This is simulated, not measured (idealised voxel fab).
This section sets out a process module, namely voxel capacitor over wiring.
FYI the section here is cut, 240 nm wide, cells are 5 nm squares.
Cross-section = grid of square cells, listed top down in bands; band = one or more rows. For a band, the entry starts with two heights in nm, that of the top and then that of the bottom, and carries on with the band's materials in order from left to right, each alongside its width in nm; the word "full width" beside a single material means it fills the band edge to edge, and "empty" means empty space. Ref level 0: as-received wafer is one material below here. Bottom band extends down with no lower bound ("z 0 and below"). Quick explanation for "30..40": the width changes in equal steps down the rows of cells, from the first number in the band's top row to the second number in its bottom row. Key: "no change occurred" - step with no changed cell in the cross-section. "Unvented cavities": sealed empty spaces, 8 cells or more, no open way to top, listed width x height at distance, with distance from the left edge and width, height and distance in nm. Whatever follows a step's settings on its line is a remark the simulator itself makes about that step. "overlay nm" denotes, for a step that has a mask, the displacement of the mask to the right of its planned place, with negative values corresponding to the left.
HERE'S WHAT THE PLANNED PROCESS STEPS LOOK LIKE
1. RECEIVE with material Si
2. CONFORMAL_DEP with material SiO2, thk nm 15
3. CONFORMAL_DEP with material SiCN, thk nm 5
4. DIRECTIONAL_DEP with material SiO2, thk nm 15
5. PATTERN with tone open, mask id METAL_1, material resist, width nm 25, pitch nm 85, thk nm 15, overlay nm 0
6. DIRECTIONAL_ETCH with etch materials SiO2, depth nm 15
7. DIRECTIONAL_ETCH with etch materials SiCN, depth nm 5
8. STRIP with etch materials resist
9. CONFORMAL_DEP with material TiN, thk nm 5
10. FILL_DEP with material Ru, thk nm 10
11. CMP with height nm 35
12. CONFORMAL_DEP with material SiCN, thk nm 5
13. DIRECTIONAL_DEP with material lowk, thk nm 10
14. PATTERN with tone open, mask id PLUG_1, material resist, width nm 15, thk nm 20, overlay nm 0
15. DIRECTIONAL_ETCH with etch materials lowk, depth nm 10
16. DIRECTIONAL_ETCH with etch materials SiCN, depth nm 5
17. STRIP with etch materials resist
18. EPI with material Ru, thk nm 10
19. EPI with material Ru, thk nm 5
20. DIRECTIONAL_DEP with material TiN, thk nm 5
21. DIRECTIONAL_DEP with material Al2O3, thk nm 5
22. DIRECTIONAL_DEP with material TiN, thk nm 5
23. DIRECTIONAL_DEP with material aC, thk nm 15
24. PATTERN with tone cover, mask id UPPER_PLATE, material resist, width nm 65, thk nm 30, overlay nm 0
25. DIRECTIONAL_ETCH with etch materials aC, depth nm 15
26. STRIP with etch materials resist
27. DIRECTIONAL_ETCH with etch materials TiN, depth nm 5
28. DIRECTIONAL_ETCH with etch materials Al2O3, depth nm 5
29. STRIP with etch materials aC
30. PATTERN with tone cover, mask id LOWER_PLATE, material resist, width nm 75, thk nm 20, overlay nm 0
31. DIRECTIONAL_ETCH with etch materials TiN, depth nm 5
32. STRIP with etch materials resist
33. FILL_DEP with material SiO2, thk nm 15
34. CMP with height nm 75
35. DIRECTIONAL_DEP with material aC, thk nm 15
36. PATTERN with tone open, mask id PLUG_2, material resist, width nm 15, thk nm 35, overlay nm 0
37. DIRECTIONAL_ETCH with etch materials aC, depth nm 15
38. STRIP with etch materials resist
39. DIRECTIONAL_ETCH with etch materials SiO2, depth nm 10
40. STRIP with etch materials aC
41. CONFORMAL_DEP with material TiN, thk nm 5
42. FILL_DEP with material W, thk nm 5
43. CMP with height nm 75
44. CONFORMAL_DEP with material SiCN, thk nm 5
CROSS-SECTION OF THE WAFER AT RECEIPT, WHICH IS THE CONDITION AFTER STEP 1
    z 0 and below: Si full width
    Unvented cavities: none
THE CROSS-SECTION SHOWN CORRESPONDS TO THE WAFER AT THE CONCLUSION OF THE MODULE. THE INITIAL STRUCTURE AND THE PROCESS PLAN ARE THOSE PRESENTED ABOVE; HOWEVER, ONE MISTAKE OCCURRED IN EXECUTING THE PLAN
    z 80 to 75: SiCN full width
    z 75 to 70: SiO2 85 nm | TiN 5 nm | W 5 nm | TiN 5 nm | SiO2 140 nm
    z 70 to 60: SiO2 85..75 nm | TiN 15..65 nm | SiO2 140..100 nm
    z 60 to 55: SiO2 75 nm | Al2O3 65 nm | SiO2 100 nm
    z 55 to 50: SiO2 70 nm | TiN 75 nm | SiO2 95 nm
    z 50 to 40: lowk 75 nm | Ru 15 nm | lowk 150 nm
    z 40 to 35: SiCN 75 nm | Ru 15 nm | SiCN 150 nm
    z 35 to 20: SiO2 60 nm | TiN 5 nm | Ru 25 nm | TiN 5 nm | SiO2 50 nm | TiN 5 nm | Ru 25 nm | TiN 5 nm | SiO2 60 nm
    z 20 to 15: SiCN 60 nm | TiN 35 nm | SiCN 50 nm | TiN 35 nm | SiCN 60 nm
    z 15 to 0: SiO2 full width
    z 0 and below: Si full width
    Unvented cavities: none
Finding, execution versus plan: step 5 ran with different settings than intended, the actual operation and settings being PATTERN with tone open, mask id METAL_1, material resist, width nm 35, pitch nm 85, thk nm 15, overlay nm 0
